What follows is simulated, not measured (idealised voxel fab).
Module name: voxel capacitor over wiring (process module)
Cross-section cut: width 220 nm, square cells of 5 nm.
Cross-section spec: square-cell grid; bands listed top down; each band is one or more rows.
Per band: top height and bottom height in nm, followed by the left-to-right materials and their widths in nm; "all across" marks a single material spanning edge to edge, "blank" marks empty space.
Height 0 is the level under which the wafer as received is all one material. The lowest band goes on downwards, as in "from 0 down".
The expression "30 to 40" gives the width at the extremes of the band, the first number at its top row of cells and the second at its bottom row, with the width changing by equal amounts from each row to the next in between.
It should be understood that the words "identical to before", when stated for a given step, signify that the cross-section underwent no change in any of its cells during that step.
Any empty space of 8 cells or more lacking an open way to the top shows up in "Fully sealed voids" as width x height at distance, distance from the left edge, in nm.
If you see something after the settings on a step's line, that's the simulator's own remark about that step.
A step line may carry the setting "overlay nm", which, for steps involving a mask, states the distance by which the mask lay to the right of its intended position; negative values denote displacement to the left.

-- plan
- 1: RECEIVE with material Si
- 2: CONFORMAL_DEP with material SiO2, thk nm 15
- 3: CONFORMAL_DEP with material SiN, thk nm 5
- 4: DIRECTIONAL_DEP with material SiO2, thk nm 15
- 5: DIRECTIONAL_DEP with material aC, thk nm 10
- 6: PATTERN with tone open, mask id METAL_1, material resist, width nm 25, pitch nm 95, thk nm 30, overlay nm 0
- 7: DIRECTIONAL_ETCH with etch materials aC, depth nm 10
- 8: STRIP with etch materials resist
- 9: DIRECTIONAL_ETCH with etch materials SiO2, depth nm 15
- 10: DIRECTIONAL_ETCH with etch materials SiN, depth nm 5
- 11: STRIP with etch materials aC
- 12: CONFORMAL_DEP with material TiN, thk nm 5
- 13: FILL_DEP with material W, thk nm 10
- 14: CMP with height nm 35
- 15: CONFORMAL_DEP with material SiCN, thk nm 5
- 16: DIRECTIONAL_DEP with material lowk, thk nm 15
- 17: MASKED_ETCH with tone open, mask id PLUG_1, width nm 15, etch materials lowk, depth nm 15, overlay nm 0
- 18: MASKED_ETCH with tone open, mask id PLUG_1, width nm 15, etch materials SiCN, depth nm 5, overlay nm 0
- 19: EPI with material Ru, thk nm 10
- 20: EPI with material Ru, thk nm 10
- 21: DIRECTIONAL_DEP with material TiN, thk nm 5
- 22: DIRECTIONAL_DEP with material HfO2, thk nm 5
- 23: DIRECTIONAL_DEP with material TiN, thk nm 5
- 24: DIRECTIONAL_DEP with material aC, thk nm 10
- 25: PATTERN with tone cover, mask id UPPER_PLATE, material resist, width nm 75, thk nm 30, overlay nm 0
- 26: DIRECTIONAL_ETCH with etch materials aC, depth nm 10
- 27: STRIP with etch materials resist
- 28: DIRECTIONAL_ETCH with etch materials TiN, depth nm 5
- 29: DIRECTIONAL_ETCH with etch materials HfO2, depth nm 5
- 30: STRIP with etch materials aC
- 31: PATTERN with tone cover, mask id LOWER_PLATE, material resist, width nm 85, thk nm 15, overlay nm 0
- 32: DIRECTIONAL_ETCH with etch materials TiN, depth nm 5
- 33: STRIP with etch materials resist
- 34: FILL_DEP with material SiO2, thk nm 20
- 35: CMP with height nm 85
- 36: DIRECTIONAL_DEP with material aC, thk nm 10
- 37: PATTERN with tone open, mask id PLUG_2, material resist, width nm 15, thk nm 30, overlay nm 0
- 38: DIRECTIONAL_ETCH with etch materials aC, depth nm 10
- 39: STRIP with etch materials resist
- 40: DIRECTIONAL_ETCH with etch materials SiO2, depth nm 15
- 41: STRIP with etch materials aC
- 42: CONFORMAL_DEP with material TiN, thk nm 5
- 43: FILL_DEP with material Cu, thk nm 10
- 44: CMP with height nm 85
- 45: CONFORMAL_DEP with material SiCN, thk nm 5
Don't read the plan's width nm for step 17 as applying to every wafer: that's the first wafer's value, and the wafers differ in it, though they all start identical.

-- Received wafers, first of several: cross-section after step 1
	from 0 down = Si all across
	Fully sealed voids: none

-- After the module's final step, step 45: the first of several wafers in cross-section
	from 90 to 85 = SiCN all across
	from 85 to 75 = 70 of SiO2 | 5 of TiN | 5 of Cu | 5 of TiN | 135 of SiO2
	from 75 to 65 = 70 to 60 of SiO2 | 15 to 75 of TiN | 135 to 85 of SiO2
	from 65 to 60 = 60 of SiO2 | 75 of HfO2 | 85 of SiO2
	from 60 to 55 = 55 of SiO2 | 85 of TiN | 80 of SiO2
	from 55 to 40 = 60 of lowk | 15 of Ru | 145 of lowk
	from 40 to 35 = 60 of SiCN | 15 of Ru | 145 of SiCN
	from 35 to 20 = 50 of SiO2 | 5 of TiN | 15 of W | 5 of TiN | 70 of SiO2 | 5 of TiN | 15 of W | 5 of TiN | 50 of SiO2
	from 20 to 15 = 50 of SiN | 25 of TiN | 70 of SiN | 25 of TiN | 50 of SiN
	from 15 to 0 = SiO2 all across
	from 0 down = Si all across
	Fully sealed voids: none

-- Cross-section at module completion, last wafer
	from 90 to 85 = SiCN all across
	from 85 to 75 = 70 of SiO2 | 5 of TiN | 5 of Cu | 5 of TiN | 135 of SiO2
	from 75 to 65 = 70 to 60 of SiO2 | 15 to 75 of TiN | 135 to 85 of SiO2
	from 65 to 60 = 60 of SiO2 | 75 of HfO2 | 85 of SiO2
	from 60 to 55 = 55 of SiO2 | 85 of TiN | 80 of SiO2
	from 55 to 40 = 55 of lowk | 30 of Ru | 135 of lowk
	from 40 to 35 = 60 of SiCN | 15 of Ru | 145 of SiCN
	from 35 to 20 = 50 of SiO2 | 5 of TiN | 15 of W | 5 of TiN | 70 of SiO2 | 5 of TiN | 15 of W | 5 of TiN | 50 of SiO2
	from 20 to 15 = 50 of SiN | 25 of TiN | 70 of SiN | 25 of TiN | 50 of SiN
	from 15 to 0 = SiO2 all across
	from 0 down = Si all across
	Fully sealed voids: none

-- End of module, by wafer: material-by-material cell gain (+) or loss (-) since receipt, then closed voids
width nm 15 | +2 Cu | +15 HfO2 | +12 Ru | +85 SiCN | +34 SiN | +442 SiO2 | +61 TiN | +18 W | +123 lowk | Fully sealed voids: none
width nm 20 | +2 Cu | +15 HfO2 | +15 Ru | +85 SiCN | +34 SiN | +442 SiO2 | +61 TiN | +18 W | +120 lowk | Fully sealed voids: none
width nm 25 | +2 Cu | +15 HfO2 | +18 Ru | +85 SiCN | +34 SiN | +442 SiO2 | +61 TiN | +18 W | +117 lowk | Fully sealed voids: none
width nm 30 | +2 Cu | +15 HfO2 | +21 Ru | +85 SiCN | +34 SiN | +442 SiO2 | +61 TiN | +18 W | +114 lowk | Fully sealed voids: none
